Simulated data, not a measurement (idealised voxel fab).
process module | voxel ribs on slabs
cross-section cut | 140 nm wide | cells 5 nm
A cross-section is a grid of square cells, given in bands from the top down. A band is one or more rows of cells.
Each band's line starts with the height of the band's top and of its bottom, in nm. Then come its materials from left to right, each with its width in nm. One material with "throughout" fills the band from edge to edge. "air" is empty space.
Height 0 is the level under which the wafer as received is all one material. The lowest band goes on downwards, as in "0 down".
A width such as "30 to 40" changes by the same amount from each row of cells to the next, from the band's top row to its bottom row.
"no change" after a step means that no cell of the cross-section changed.
closed voids: empty space of 8 cells or more with no open way to the top, each as width x height at its distance from the left edge, in nm
after a step's settings: what the simulator itself notes on the step
overlay nm, on a step with a mask: how far to the right of its planned place the mask lay; to the left if negative
plan
1 op RECEIVE | material Si
2 op DIRECTIONAL_DEP | material SiO2 | thk nm 30
3 op DIRECTIONAL_DEP | material SiN | thk nm 20
4 op DIRECTIONAL_DEP | material aC | thk nm 15
5 op PATTERN | tone cover | mask id RIB | material resist | width nm 20 | thk nm 35 | overlay nm 0
6 op DIRECTIONAL_ETCH | etch materials aC | depth nm 15
7 op STRIP | etch materials resist
8 op DIRECTIONAL_ETCH | etch materials SiN | depth nm 10
9 op STRIP | etch materials aC
10 op DIRECTIONAL_DEP | material aC | thk nm 15
11 op PATTERN | tone cover | mask id SLAB | material resist | width nm 50 | thk nm 35 | overlay nm 0
12 op DIRECTIONAL_ETCH | etch materials aC | depth nm 15
13 op STRIP | etch materials resist
14 op DIRECTIONAL_ETCH | etch materials SiN | depth nm 10
15 op STRIP | etch materials aC
16 op FILL_DEP | material SiO2 | thk nm 25
17 op CMP | height nm 65
18 op DIRECTIONAL_DEP | material TiN | thk nm 5
19 op DIRECTIONAL_DEP | material aC | thk nm 10
20 op PATTERN | tone cover | mask id HEATER | material resist | width nm 30 | thk nm 25 | overlay nm 0
21 op DIRECTIONAL_ETCH | etch materials aC | depth nm 10
22 op STRIP | etch materials resist
23 op DIRECTIONAL_ETCH | etch materials TiN | depth nm 5
24 op STRIP | etch materials aC
25 op CONFORMAL_DEP | material SiN | thk nm 10
as received, after step 1
  0 down: Si throughout
  closed voids: none
first wafer at the end, as planned
  80 to 75: air 45 | SiN 50 | air 45
  75 to 70: SiN throughout
  70 to 65: SiN 55 | TiN 30 | SiN 55
  65 to 50: SiO2 throughout
  50 to 40: SiO2 60 | SiN 20 | SiO2 60
  40 to 30: SiO2 45 | SiN 50 | SiO2 45
  30 to 0: SiO2 throughout
  0 down: Si throughout
  closed voids: none
second wafer at the end: like start, like plan, one mistake
  80 to 75: air 45 | SiN 50 | air 45
  75 to 70: SiN throughout
  70 to 65: SiN 55 | TiN 30 | SiN 55
  65 to 50: SiO2 throughout
  50 to 40: SiO2 50 | SiN 20 | SiO2 70
  40 to 30: SiO2 45 | SiN 50 | SiO2 45
  30 to 0: SiO2 throughout
  0 down: Si throughout
  closed voids: none
what went wrong: step 5 ran as: op PATTERN | tone cover | mask id RIB | material resist | width nm 20 | thk nm 35 | overlay nm -10
at the end the second wafer has, in cells: as many of each material as the first, in other places
